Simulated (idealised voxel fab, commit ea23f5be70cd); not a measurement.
The process module that follows is named voxel trench capacitor.
The cross-section on display is named cut; it measures 235 nm wide, and its cells are 5 nm squares.
Reading order for cross-sections: top band down to bottom band. Underlying form: a grid of square cells. Band size: one or more rows of cells. Look at the band entry: it leads with the top's height and the bottom's height in nm. Then it lists the materials left to right, with a width in nm for each. The word "edge to edge" on a single material says that material fills the band edge to edge. The word "air" is empty space. Height reference: 0 = level under which incoming wafer is all one material. Lowest band: no bottom, runs on downward, e.g. "0 -> down". Width: "30..40" (first number = top row, second number = bottom row, same change from row to row of cells). Take "left unchanged" at face value: in the step it is given for, the cross-section changed in none of its cells. "Closed void catalog" - sealed voids, min. 8 cells, no opening to top; format: width x height at distance (distance from left edge; nm throughout). Where a step's line continues beyond its settings, the continuation is a remark by the simulator itself on that step. Steps that use a mask can have "overlay nm" on their line. It says how far the mask sat to the right of where it was meant to be. Negative means to the left.
## The steps planned for the process are as follows
1: op RECEIVE | material Si
2: op CONFORMAL_DEP | material SiN | thk nm 5
3: op MASKED_ETCH | tone open | mask id TRENCH | width nm 25 | pitch nm 40 | etch materials SiN | depth nm 5 | overlay nm 0
4: op MASKED_ETCH | tone open | mask id TRENCH | width nm 25 | pitch nm 40 | etch materials Si | depth nm 35 | overlay nm 0
5: op CONFORMAL_DEP | material HfO2 | thk nm 5
6: op CONFORMAL_DEP | material TiN | thk nm 5
7: op FILL_DEP | material W | thk nm 10
8: op CMP | height nm 5
## Cross-section of the wafer at receipt, which is the condition after step 1
- 0 -> down = Si edge to edge
- Closed void catalog: none
## This is how the wafer looks in cross-section once the module is done, given the starting state and plan above and one mistake in carrying the plan out
- 5 -> 0 = W edge to edge
- 0 -> down = Si edge to edge
- Closed void catalog: none
Short version of what went wrong: step 2 changed vs plan, executed as op CONFORMAL_DEP | material W | thk nm 5
